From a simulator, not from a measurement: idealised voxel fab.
process module | voxel air gaps
cross-section cut | 155 nm wide | cells 5 nm
A cross-section is a grid of square cells, given in bands from the top down. A band is one or more rows of cells.
Each band's line starts with the height of the band's top and of its bottom, in nm. Then come its materials from left to right, each with its width in nm. One material with "throughout" fills the band from edge to edge. "air" is empty space.
Height 0 is the level under which the wafer as received is all one material. The lowest band goes on downwards, as in "0 down".
A width such as "30 to 40" changes by the same amount from each row of cells to the next, from the band's top row to its bottom row.
"no change" after a step means that no cell of the cross-section changed.
closed voids: empty space of 8 cells or more with no open way to the top, each as width x height at its distance from the left edge, in nm
after a step's settings: what the simulator itself notes on the step
overlay nm, on a step with a mask: how far to the right of its planned place the mask lay; to the left if negative
plan
1 op RECEIVE | material Si
2 op CONFORMAL_DEP | material SiO2 | thk nm 15
3 op CONFORMAL_DEP | material SiCN | thk nm 5
4 op DIRECTIONAL_DEP | material lowk | thk nm 35
5 op PATTERN | tone open | mask id LINES | material resist | width nm 15 | pitch nm 40 | thk nm 15 | overlay nm 0
6 op DIRECTIONAL_ETCH | etch materials lowk | depth nm 35
7 op STRIP | etch materials resist
8 op CONFORMAL_DEP | material TiN | thk nm 5
9 op FILL_DEP | material W | thk nm 5
10 op CMP | height nm 55
11 op EPI | material Ru | thk nm 10
12 op SELECTIVE_ETCH | etch materials lowk | depth nm 45
13 op CONFORMAL_DEP | material SiCN | thk nm 5
as received, after step 1
  0 down: Si throughout
  closed voids: none
a wafer at the end: this start, this plan, one mistake
  70 to 65: air 20 | SiCN 125 | air 10
  65 to 55: air 20 | SiCN 5 | Ru 35 | SiCN 5 | Ru 35 | SiCN 5 | Ru 35 | SiCN 5 | air 10
  55 to 50: air 20 | SiCN 15 | TiN 5 | W 5 | TiN 5 | SiCN 25 | TiN 5 | W 5 | TiN 5 | SiCN 25 | TiN 5 | W 5 | TiN 5 | SiCN 15 | air 10
  50 to 25: air 30 | SiCN 5 | TiN 5 | W 5 | TiN 5 | SiCN 5 | air 15 | SiCN 5 | TiN 5 | W 5 | TiN 5 | SiCN 5 | air 15 | SiCN 5 | TiN 5 | W 5 | TiN 5 | SiCN 5 | air 20
  25 to 20: SiCN 35 | TiN 15 | SiCN 25 | TiN 15 | SiCN 25 | TiN 15 | SiCN 25
  20 to 15: SiCN throughout
  15 to 0: SiO2 throughout
  0 down: Si throughout
  closed voids: 15 x 25 at 55; 15 x 25 at 95
what went wrong: step 5 ran as: op PATTERN | tone open | mask id LINES | material resist | width nm 15 | pitch nm 40 | thk nm 15 | overlay nm 5
